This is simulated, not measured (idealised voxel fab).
This is a process module. Its name is voxel lift off.
Each square cell in cross-section cut measures 5 nm, and the section as a whole is 180 nm wide.
Cross-sections here: square-cell grids, written as top-down lists of bands, a band being one or more rows of cells. Within each band entry, the heights of the top and of the bottom of the band appear first, in that order and in nm; the materials of the band then follow from left to right, each with its corresponding width in nm. The designation "edge to edge" on a single material indicates that it fills the band from edge to edge; the designation "blank" indicates empty space. Heights are reckoned from 0. Under this level, the received wafer is all of one material. The bottommost band is open-ended downward, for example "top 0, no bottom". Note: "30->40" means the width goes from the first number (top row of the band) to the second number (bottom row) in equal steps per row of cells. Reading "no modifications" for a step: not a cell of the cross-section changed in it. Each empty space that has no open way to the top and spans at least 8 cells appears under "Closed empty spaces" as width x height at distance, the distance counted from the left edge, all in nm. Read whatever lies past the settings on a step's line as the simulator's own remark about the step. The "overlay nm" setting may appear on a step's line; for a step that uses a mask, it gives how far to the right of its planned position the mask lay, and a negative value indicates the left.

# The planned process steps are enumerated hereunder
1. RECEIVE (material Si)
2. CONFORMAL_DEP (material SiN; thk nm 5)
3. PATTERN (tone open; mask id LINES; material resist; width nm 30; pitch nm 45; thk nm 20; overlay nm 0)
4. DIRECTIONAL_DEP (material Ru; thk nm 10)
5. STRIP (etch materials resist)
6. CONFORMAL_DEP (material SiCN; thk nm 5)

# Cross-section of the wafer upon arrival, representing the state reached after step 1
* top 0, no bottom = Si edge to edge
* Closed empty spaces: none

# Module complete, cross-section. Starting point and plan per above. One mistake made in running the module
* top 20, bottom 15 = 25 of blank; 40 of SiCN; 5 of blank; 40 of SiCN; 5 of blank; 40 of SiCN; 25 of blank
* top 15, bottom 10 = 25 of blank; 5 of SiCN; 30 of Ru; 5 of SiCN; 5 of blank; 5 of SiCN; 30 of Ru; 5 of SiCN; 5 of blank; 5 of SiCN; 30 of Ru; 5 of SiCN; 25 of blank
* top 10, bottom 5 = 30 of SiCN; 30 of Ru; 15 of SiCN; 30 of Ru; 15 of SiCN; 30 of Ru; 30 of SiCN
* top 5, bottom 0 = Ru edge to edge
* top 0, no bottom = Si edge to edge
* Closed empty spaces: none
Error vs. plan: planned and actual differ for step 2; actual: CONFORMAL_DEP (material Ru; thk nm 5)
